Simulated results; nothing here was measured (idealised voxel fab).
You're looking at the process module voxel local oxidation.
This is section cut - it's 230 nm across, gridded in 5 nm square cells.
Cross-section layout: square cells on a grid; listed as bands, top to bottom; a band spans one or more cell rows.
Look at the band entry: it leads with the top's height and the bottom's height in nm. Then it lists the materials left to right, with a width in nm for each. The word "edge to edge" on a single material says that material fills the band edge to edge. The word "blank" is empty space.
Height 0 is the level under which the wafer as received is all one material. The lowest band goes on downwards, as in "top 0, no bottom".
The two numbers in a width such as "30->40" mark its ends across the band: the first belongs to the top row of cells, the second to the bottom row, and from each row to the next the width moves by the same amount.
Where the words "remained unchanged" appear for a step, the cross-section shows no cell changed by that step; every cell remained as before.
Empty spaces without an open route to the top, at least 8 cells in extent, make up the entry "Enclosed cavities"; each is given as width x height at distance, where the distance is measured from the left edge, and all are in nm.
after a step's settings: what the simulator itself notes on the step
overlay nm: right-of-plan distance of the mask on a masked step; negative values mean left-of-plan.

Process steps foreseen in the plan
1. RECEIVE: material Si
2. CONFORMAL_DEP: material SiO2, thk nm 5
3. CONFORMAL_DEP: material SiN, thk nm 15
4. PATTERN: tone cover, mask id ACTIVE, material resist, width nm 90, thk nm 15, overlay nm 0
5. DIRECTIONAL_ETCH: etch materials SiN, depth nm 15
6. STRIP: etch materials resist
7. SELECTIVE_ETCH: etch materials SiO2, depth nm 5
8. OXIDIZE: depth nm 10
9. STRIP: etch materials SiN

The first of two wafers, run as planned

The cross-section here shows the wafer as received, i.e. in its state after step 1
> top 0, no bottom = Si edge to edge
> Enclosed cavities: none

Cross-section: wafer state after step 2
> top 5, bottom 0 = SiO2 edge to edge
> Note: structure below 0 unchanged.

Cross-section: wafer state after step 3
> top 20, bottom 5 = SiN edge to edge
> Note: structure below 5 unchanged.

Cross-section: wafer state after step 4
> top 35, bottom 20 = blank (70)  resist (90)  blank (70)
> Note: structure below 20 unchanged.

Cross-section: wafer state after step 5
> top 35, bottom 20 = blank (70)  resist (90)  blank (70)
> top 20, bottom 5 = blank (70)  SiN (90)  blank (70)
> Note: structure below 5 unchanged.

Cross-section: wafer state after step 6
> top 20, bottom 5 = blank (70)  SiN (90)  blank (70)
> Note: structure below 5 unchanged.

Cross-section: wafer state after step 7
> top 20, bottom 5 = blank (70)  SiN (90)  blank (70)
> top 5, bottom 0 = blank (75)  SiO2 (80)  blank (75)
> Note: structure below 0 unchanged.

Cross-section: wafer state after step 8
> top 20, bottom 5 = blank (70)  SiN (90)  blank (70)
> top 5, bottom 0 = blank (75)  SiO2 (80)  blank (75)
> top 0, bottom -10 = SiO2 (85)  Si (60)  SiO2 (85)
> Note: structure below -10 unchanged.

Cross-section: wafer state after step 9
> top 5, bottom 0 = blank (75)  SiO2 (80)  blank (75)
> Note: structure below 0 unchanged.

Wafer two. Same start, same plan, one slip in execution. Same as wafer one through step 8, inclusive

Cross-section: second wafer, time at which step 9 was scheduled to end
> top 5, bottom 0 = blank (75)  SiO2 (80)  blank (75)
> Note: structure below 0 unchanged.
It is concluded that the wafer was processed incorrectly with respect to the plan, in that step 9 of the plan was twice carried out
The two wafers come out with the same cross-section, meaning that, for this model, the mistake has no consequence in the computed result.
